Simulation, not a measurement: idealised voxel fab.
process module | voxel double patterning
cross-section cut | 230 nm wide | cells 5 nm
A cross-section is a grid of square cells, given in bands from the top down. A band is one or more rows of cells.
Each band's line starts with the height of the band's top and of its bottom, in nm. Then come its materials from left to right, each with its width in nm. One material with "throughout" fills the band from edge to edge. "air" is empty space.
Height 0 is the level under which the wafer as received is all one material. The lowest band goes on downwards, as in "0 down".
A width such as "30 to 40" changes by the same amount from each row of cells to the next, from the band's top row to its bottom row.
"no change" after a step means that no cell of the cross-section changed.
closed voids: empty space of 8 cells or more with no open way to the top, each as width x height at its distance from the left edge, in nm
after a step's settings: what the simulator itself notes on the step
overlay nm, on a step with a mask: how far to the right of its planned place the mask lay; to the left if negative
plan
1 op RECEIVE | material Si
2 op CONFORMAL_DEP | material SiO2 | thk nm 10
3 op DIRECTIONAL_DEP | material W | thk nm 15
4 op DIRECTIONAL_DEP | material SiCN | thk nm 5
5 op MASKED_ETCH | tone open | mask id FIRST | width nm 15 | pitch nm 50 | etch materials SiCN | depth nm 5 | overlay nm 0
6 op DIRECTIONAL_DEP | material aC | thk nm 10
7 op PATTERN | tone open | mask id SECOND | material resist | width nm 15 | pitch nm 50 | thk nm 30 | overlay nm 0
8 op DIRECTIONAL_ETCH | etch materials aC | depth nm 10
9 op STRIP | etch materials resist
10 op DIRECTIONAL_ETCH | etch materials SiCN | depth nm 5
11 op STRIP | etch materials aC
12 op DIRECTIONAL_ETCH | etch materials W | depth nm 15
13 op STRIP | etch materials SiCN
first wafer, as planned
as received, after step 1
  0 down: Si throughout
  closed voids: none
after step 2
  10 to 0: SiO2 throughout
  below 0: unchanged
after step 3
  25 to 10: W throughout
  below 10: unchanged
after step 4
  30 to 25: SiCN throughout
  below 25: unchanged
after step 5
  30 to 25: SiCN 55 | air 15 | SiCN 35 | air 15 | SiCN 35 | air 15 | SiCN 60
  below 25: unchanged
after step 6
  40 to 35: aC 55 | air 15 | aC 35 | air 15 | aC 35 | air 15 | aC 60
  35 to 30: aC throughout
  30 to 25: SiCN 55 | aC 15 | SiCN 35 | aC 15 | SiCN 35 | aC 15 | SiCN 60
  below 25: unchanged
after step 7
  70 to 40: resist 80 | air 15 | resist 35 | air 15 | resist 85
  40 to 35: aC 55 | resist 15 | aC 35 | resist 15 | aC 35 | resist 15 | aC 60
  below 35: unchanged
after step 8
  60 to 40: resist 80 | air 15 | resist 35 | air 15 | resist 85
  40 to 35: aC 55 | resist 15 | aC 10 | air 15 | aC 10 | resist 15 | aC 10 | air 15 | aC 10 | resist 15 | aC 60
  35 to 30: aC 80 | air 15 | aC 35 | air 15 | aC 85
  below 30: unchanged
after step 9
  40 to 35: aC 55 | air 15 | aC 10 | air 15 | aC 10 | air 15 | aC 10 | air 15 | aC 10 | air 15 | aC 60
  below 35: unchanged
after step 10
  40 to 35: aC 55 | air 15 | aC 10 | air 15 | aC 10 | air 15 | aC 10 | air 15 | aC 10 | air 15 | aC 60
  35 to 30: aC 80 | air 15 | aC 35 | air 15 | aC 85
  30 to 25: SiCN 55 | aC 15 | SiCN 10 | air 15 | SiCN 10 | aC 15 | SiCN 10 | air 15 | SiCN 10 | aC 15 | SiCN 60
  below 25: unchanged
after step 11
  30 to 25: SiCN 55 | air 15 | SiCN 10 | air 15 | SiCN 10 | air 15 | SiCN 10 | air 15 | SiCN 10 | air 15 | SiCN 60
  below 25: unchanged
after step 12
  30 to 25: SiCN 55 | air 15 | SiCN 10 | air 15 | SiCN 10 | air 15 | SiCN 10 | air 15 | SiCN 10 | air 15 | SiCN 60
  25 to 10: W 55 | air 15 | W 10 | air 15 | W 10 | air 15 | W 10 | air 15 | W 10 | air 15 | W 60
  below 10: unchanged
after step 13
  25 to 10: W 55 | air 15 | W 10 | air 15 | W 10 | air 15 | W 10 | air 15 | W 10 | air 15 | W 60
  below 10: unchanged
second wafer: like start, like plan, one mistake. Through step 1 it matches the first wafer
when step 2 should have ended
  15 to 0: W throughout
  below 0: unchanged
when step 3 should have ended
  25 to 15: SiO2 throughout
  below 15: unchanged
when step 4 should have ended
  30 to 25: SiCN throughout
  below 25: unchanged
when step 5 should have ended
  30 to 25: SiCN 55 | air 15 | SiCN 35 | air 15 | SiCN 35 | air 15 | SiCN 60
  below 25: unchanged
when step 6 should have ended
  40 to 35: aC 55 | air 15 | aC 35 | air 15 | aC 35 | air 15 | aC 60
  35 to 30: aC throughout
  30 to 25: SiCN 55 | aC 15 | SiCN 35 | aC 15 | SiCN 35 | aC 15 | SiCN 60
  below 25: unchanged
when step 7 should have ended
  70 to 40: resist 80 | air 15 | resist 35 | air 15 | resist 85
  40 to 35: aC 55 | resist 15 | aC 35 | resist 15 | aC 35 | resist 15 | aC 60
  below 35: unchanged
when step 8 should have ended
  60 to 40: resist 80 | air 15 | resist 35 | air 15 | resist 85
  40 to 35: aC 55 | resist 15 | aC 10 | air 15 | aC 10 | resist 15 | aC 10 | air 15 | aC 10 | resist 15 | aC 60
  35 to 30: aC 80 | air 15 | aC 35 | air 15 | aC 85
  below 30: unchanged
when step 9 should have ended
  40 to 35: aC 55 | air 15 | aC 10 | air 15 | aC 10 | air 15 | aC 10 | air 15 | aC 10 | air 15 | aC 60
  below 35: unchanged
when step 10 should have ended
  40 to 35: aC 55 | air 15 | aC 10 | air 15 | aC 10 | air 15 | aC 10 | air 15 | aC 10 | air 15 | aC 60
  35 to 30: aC 80 | air 15 | aC 35 | air 15 | aC 85
  30 to 25: SiCN 55 | aC 15 | SiCN 10 | air 15 | SiCN 10 | aC 15 | SiCN 10 | air 15 | SiCN 10 | aC 15 | SiCN 60
  below 25: unchanged
when step 11 should have ended
  30 to 25: SiCN 55 | air 15 | SiCN 10 | air 15 | SiCN 10 | air 15 | SiCN 10 | air 15 | SiCN 10 | air 15 | SiCN 60
  below 25: unchanged
when step 12 should have ended: no change
when step 13 should have ended
  25 to 15: SiO2 throughout
  below 15: unchanged
what went wrong: steps 2 and 3 were swapped
at the end the second wafer has, in cells: 45 more of W
